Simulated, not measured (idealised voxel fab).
Process module under the name voxel fin reveal
Section shown: cut. Width: 245 nm. Cell size: 5 nm, square.
For the purposes of this document, a cross-section shall be understood as a grid of square cells, specified as bands listed in top-to-bottom order, each band consisting of one or more rows of cells. Per band: top height and bottom height in nm, followed by the left-to-right materials and their widths in nm; "all across" marks a single material spanning edge to edge, "air" marks empty space. Note: height 0 marks the level under which the wafer is uniformly one material as received. Lowest band unbounded below, written "top 0, no bottom". The width entry "30 to 40" should be interpreted row by row: the top row of cells in the band takes the first number, the bottom row takes the second number, and the change between adjacent rows is uniform throughout. Basically "changes: none" means that step didn't change any cell in the cross-section. Empty spaces counting at least 8 cells and having no open way to the top are listed in "Enclosed empty spaces". The notation width x height at distance is used for each, the distance being from the left edge and all three values in nm. Step line, after settings: the simulator's comment on this step. Regarding "overlay nm": on a step with a mask, it is the distance the mask lay to the right of its planned place; a negative value places it to the left.
-- The process steps that were planned are listed below
| 1 | RECEIVE: material Si |
| 2 | CONFORMAL_DEP: material SiN, thk nm 10 |
| 3 | PATTERN: tone cover, mask id FINS, material resist, width nm 15, pitch nm 45, thk nm 15, overlay nm 0 |
| 4 | DIRECTIONAL_ETCH: etch materials SiN, depth nm 10 |
| 5 | DIRECTIONAL_ETCH: etch materials Si, depth nm 35 |
| 6 | STRIP: etch materials resist |
| 7 | OXIDIZE: depth nm 5 |
| 8 | FILL_DEP: material SiO2, thk nm 5 |
| 9 | CMP: height nm 10 |
| 10 | SELECTIVE_ETCH: etch materials SiO2, depth nm 25 |
| 11 | STRIP: etch materials SiN |
| 12 | CONFORMAL_DEP: material SiO2, thk nm 5 |
-- The cross-section here shows the wafer as received, i.e. in its state after step 1
* top 0, no bottom = Si all across
* Enclosed empty spaces: none
-- The cross-section shown corresponds to the wafer at the conclusion of the module. The initial structure and the process plan are those presented above; however, one mistake occurred in executing the plan
* top 5, bottom 0 = air=45, then SiN=15, then air=30, then SiN=15, then air=30, then SiN=15, then air=30, then SiN=15, then air=50
* top 0, bottom -10 = air=45, then SiN=5, then Si=5, then SiN=5, then air=30, then SiN=5, then Si=5, then SiN=5, then air=30, then SiN=5, then Si=5, then SiN=5, then air=30, then SiN=5, then Si=5, then SiN=5, then air=50
* top -10, bottom -15 = SiN=50, then Si=5, then SiN=40, then Si=5, then SiN=40, then Si=5, then SiN=40, then Si=5, then SiN=55
* top -15, bottom -40 = SiO2=50, then Si=5, then SiO2=40, then Si=5, then SiO2=40, then Si=5, then SiO2=40, then Si=5, then SiO2=55
* top -40, no bottom = Si all across
* Enclosed empty spaces: none
What went wrong in running the wafer? step 12 did not happen as planned, as run it was CONFORMAL_DEP: material SiN, thk nm 5
